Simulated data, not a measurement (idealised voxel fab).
You're looking at the process module voxel released beams.
This is section cut - it's 295 nm across, gridded in 5 nm square cells.
Cross-sections here: square-cell grids, written as top-down lists of bands, a band being one or more rows of cells.
Read a band's entry like this: the first values are the height of its top and the height of its bottom in nm, and what follows is the sequence of materials from left to right, each with its width in nm. Note that "blank" is empty space, and that a single material marked "throughout" reaches across the band from edge to edge.
We count height from 0. Below that, the starting wafer is all one material. The lowest band never ends at the bottom but goes on down; see "0 -> down" for how that is written.
Note: "30 to 40" means the width goes from the first number (top row of the band) to the second number (bottom row) in equal steps per row of cells.
Key: "nothing was modified" - step with no changed cell in the cross-section.
Heads up: "Cavities, closed" only lists the empty pockets with no open path to the top that are 8 cells or more, and it writes them as width x height at distance, distance from the left edge, in nm.
On a step's line, text after the settings is the simulator commenting on that step.
The setting "overlay nm" may be written on the line of a step. When the step uses a mask, the value reports how far to the right of the planned place the mask lay, and a negative value reports that it lay to the left.
Process steps foreseen in the plan:
1) RECEIVE,material Si
2) CONFORMAL_DEP,material Al2O3,thk nm 5
3) DIRECTIONAL_DEP,material SiO2,thk nm 10
4) MASKED_ETCH,tone open,mask id ANCHOR,width nm 35,etch materials SiO2,depth nm 20,overlay nm 0
5) CONFORMAL_DEP,material SiN,thk nm 10
6) DIRECTIONAL_DEP,material aC,thk nm 15
7) PATTERN,tone cover,mask id BEAM,material resist,width nm 110,thk nm 30,overlay nm 0
8) DIRECTIONAL_ETCH,etch materials aC,depth nm 15
9) STRIP,etch materials resist
10) DIRECTIONAL_ETCH,etch materials SiN,depth nm 10
11) STRIP,etch materials aC
12) STRIP,etch materials SiO2
What sets these wafers apart? The thk nm at step 3. They all start alike, and the plan carries the first wafer's value.
The first of several wafers in cross-section, exactly as it reached us after step 1:
	0 -> down = Si throughout
	Cavities, closed: none
Per-wafer rows below. For each material: cells gained (+) or lost (-) since the wafer was received, as of end of module. Then: closed voids:
thk nm 10, +59 Al2O3, +52 SiN, Cavities, closed: none
thk nm 15, +59 Al2O3, +56 SiN, Cavities, closed: none
thk nm 20, +59 Al2O3, +60 SiN, Cavities, closed: none
thk nm 25, +59 Al2O3, Cavities, closed: none
thk nm 30, +59 Al2O3, Cavities, closed: none
thk nm 35, +59 Al2O3, Cavities, closed: none
